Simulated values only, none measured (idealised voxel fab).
process module | voxel self aligned vias
cross-section cut | 275 nm wide | cells 5 nm
A cross-section is a grid of square cells, given in bands from the top down. A band is one or more rows of cells.
Each band's line starts with the height of the band's top and of its bottom, in nm. Then come its materials from left to right, each with its width in nm. One material with "throughout" fills the band from edge to edge. "air" is empty space.
Height 0 is the level under which the wafer as received is all one material. The lowest band goes on downwards, as in "0 down".
A width such as "30 to 40" changes by the same amount from each row of cells to the next, from the band's top row to its bottom row.
"no change" after a step means that no cell of the cross-section changed.
closed voids: empty space of 8 cells or more with no open way to the top, each as width x height at its distance from the left edge, in nm
after a step's settings: what the simulator itself notes on the step
overlay nm, on a step with a mask: how far to the right of its planned place the mask lay; to the left if negative
plan
1 op RECEIVE | material Si
2 op CONFORMAL_DEP | material SiO2 | thk nm 15
3 op CONFORMAL_DEP | material SiCN | thk nm 5
4 op DIRECTIONAL_DEP | material SiO2 | thk nm 20
5 op PATTERN | tone open | mask id LINES | material resist | width nm 20 | pitch nm 70 | thk nm 15 | overlay nm 0
6 op DIRECTIONAL_ETCH | etch materials SiO2 | depth nm 20
7 op STRIP | etch materials resist
8 op CONFORMAL_DEP | material TiN | thk nm 5
9 op FILL_DEP | material W | thk nm 5
10 op CMP | height nm 40
11 op SELECTIVE_ETCH | etch materials W Ru TiN | depth nm 5
12 op FILL_DEP | material SiN | thk nm 5
13 op CMP | height nm 40
14 op DIRECTIONAL_DEP | material SiO2 | thk nm 15
15 op PATTERN | tone open | mask id VIAS | material resist | width nm 40 | pitch nm 140 | thk nm 15 | overlay nm 0
16 op DIRECTIONAL_ETCH | etch materials SiO2 | depth nm 15
17 op DIRECTIONAL_ETCH | etch materials SiN | depth nm 5
18 op STRIP | etch materials resist
19 op CONFORMAL_DEP | material TiN | thk nm 5
20 op FILL_DEP | material Cu | thk nm 10
21 op CMP | height nm 55
22 op CONFORMAL_DEP | material SiN | thk nm 5
as received, after step 1
  0 down: Si throughout
  closed voids: none
first wafer at the end, as planned
  60 to 55: SiN throughout
  55 to 45: SiO2 45 | TiN 5 | Cu 30 | TiN 5 | SiO2 100 | TiN 5 | Cu 30 | TiN 5 | SiO2 50
  45 to 40: SiO2 45 | TiN 15 | Cu 10 | TiN 15 | SiO2 100 | TiN 15 | Cu 10 | TiN 15 | SiO2 50
  40 to 35: SiO2 55 | TiN 20 | SiO2 50 | SiN 20 | SiO2 50 | TiN 20 | SiO2 60
  35 to 25: SiO2 55 | TiN 5 | W 10 | TiN 5 | SiO2 50 | TiN 5 | W 10 | TiN 5 | SiO2 50 | TiN 5 | W 10 | TiN 5 | SiO2 60
  25 to 20: SiO2 55 | TiN 20 | SiO2 50 | TiN 20 | SiO2 50 | TiN 20 | SiO2 60
  20 to 15: SiCN throughout
  15 to 0: SiO2 throughout
  0 down: Si throughout
  closed voids: none
second wafer at the end: like start, like plan, one mistake
  60 to 55: SiN throughout
  55 to 45: SiO2 45 | TiN 5 | Cu 30 | TiN 5 | SiO2 100 | TiN 5 | Cu 30 | TiN 5 | SiO2 50
  45 to 40: SiO2 45 | TiN 40 | SiO2 100 | TiN 40 | SiO2 50
  40 to 35: SiN 45 | TiN 10 | SiO2 20 | TiN 10 | SiN 40 | SiO2 20 | SiN 40 | TiN 10 | SiO2 20 | TiN 10 | SiN 50
  35 to 25: W 50 | TiN 5 | SiO2 20 | TiN 5 | W 40 | TiN 5 | SiO2 20 | TiN 5 | W 40 | TiN 5 | SiO2 20 | TiN 5 | W 55
  25 to 20: TiN 55 | SiO2 20 | TiN 50 | SiO2 20 | TiN 50 | SiO2 20 | TiN 60
  20 to 15: SiCN throughout
  15 to 0: SiO2 throughout
  0 down: Si throughout
  closed voids: none
what went wrong: step 5 ran as: op PATTERN | tone cover | mask id LINES | material resist | width nm 20 | pitch nm 70 | thk nm 15 | overlay nm 0
at the end the second wafer has, in cells: 4 fewer of Cu | 31 more of SiN | 124 fewer of SiO2 | 35 more of TiN | 62 more of W
